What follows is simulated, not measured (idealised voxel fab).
The process module presented herein is designated voxel double patterning.
For reference, the cross-section in this document is cut, with width 300 nm and square cells of 5 nm.
Throughout this document, each cross-section is represented as a grid of square cells and is presented as a sequence of bands enumerated from the top downward, where a band comprises one or more rows of cells.
Within each band entry, the heights of the top and of the bottom of the band appear first, in that order and in nm; the materials of the band then follow from left to right, each with its corresponding width in nm. The designation "edge to edge" on a single material indicates that it fills the band from edge to edge; the designation "air" indicates empty space.
It should be noted that heights are counted from 0, beneath which the wafer as supplied is of one material throughout, and that the lowest band possesses no lower boundary but continues downward, as written in "0..down".
The two numbers in a width such as "30..40" mark its ends across the band: the first belongs to the top row of cells, the second to the bottom row, and from each row to the next the width moves by the same amount.
For the purposes of this document, the phrase "no change occurred" attached to a step denotes that no cell within the cross-section was modified by that step.
What "Closed internal cavities" gives you is every empty space of 8 cells or more that is cut off from the top. Each appears as width x height at distance, with the distance taken from the left edge and width, height and distance all in nm.
That trailing text on a step's line, after the settings, is the simulator's own remark on the step.
Each step line may optionally specify "overlay nm", which for a step with a mask gives the rightward distance between the mask's planned place and where it lay, a negative value indicating the leftward direction.
So here's the lineup of process steps we planned:
1: RECEIVE | material Si
2: CONFORMAL_DEP | material SiO2 | thk nm 5
3: DIRECTIONAL_DEP | material W | thk nm 15
4: DIRECTIONAL_DEP | material SiCN | thk nm 10
5: DIRECTIONAL_DEP | material aC | thk nm 15
6: PATTERN | tone open | mask id FIRST | material resist | width nm 15 | pitch nm 50 | thk nm 30 | overlay nm 0
7: DIRECTIONAL_ETCH | etch materials aC | depth nm 15
8: STRIP | etch materials resist
9: DIRECTIONAL_ETCH | etch materials SiCN | depth nm 10
10: STRIP | etch materials aC
11: PATTERN | tone open | mask id SECOND | material resist | width nm 15 | pitch nm 50 | thk nm 15 | overlay nm 0
12: DIRECTIONAL_ETCH | etch materials SiCN | depth nm 10
13: STRIP | etch materials resist
14: DIRECTIONAL_ETCH | etch materials W | depth nm 15
15: STRIP | etch materials SiCN
Cross-section of the wafer at receipt, which is the condition after step 1:
0..down: Si edge to edge
Closed internal cavities: none
Looking at the first of two wafers in cross-section at end of module - ran to plan:
20..5: W (90) / air (15) / W (10) / air (15) / W (10) / air (15) / W (10) / air (15) / W (10) / air (15) / W (95)
5..0: SiO2 edge to edge
0..down: Si edge to edge
Closed internal cavities: none
Presented here is a cross-section of the second of the two wafers as it stood at the end of the module. It was started in the same manner and assigned the same plan as the first wafer; however, one mistake was made in its execution:
15..0: W (90) / air (15) / W (10) / air (15) / W (10) / air (15) / W (10) / air (15) / W (10) / air (15) / W (95)
0..down: Si edge to edge
Closed internal cavities: none
The plan and the run diverged here: step 2 of the plan was excluded from execution and never run
at the end the second wafer has, in cells: SiO2 -60
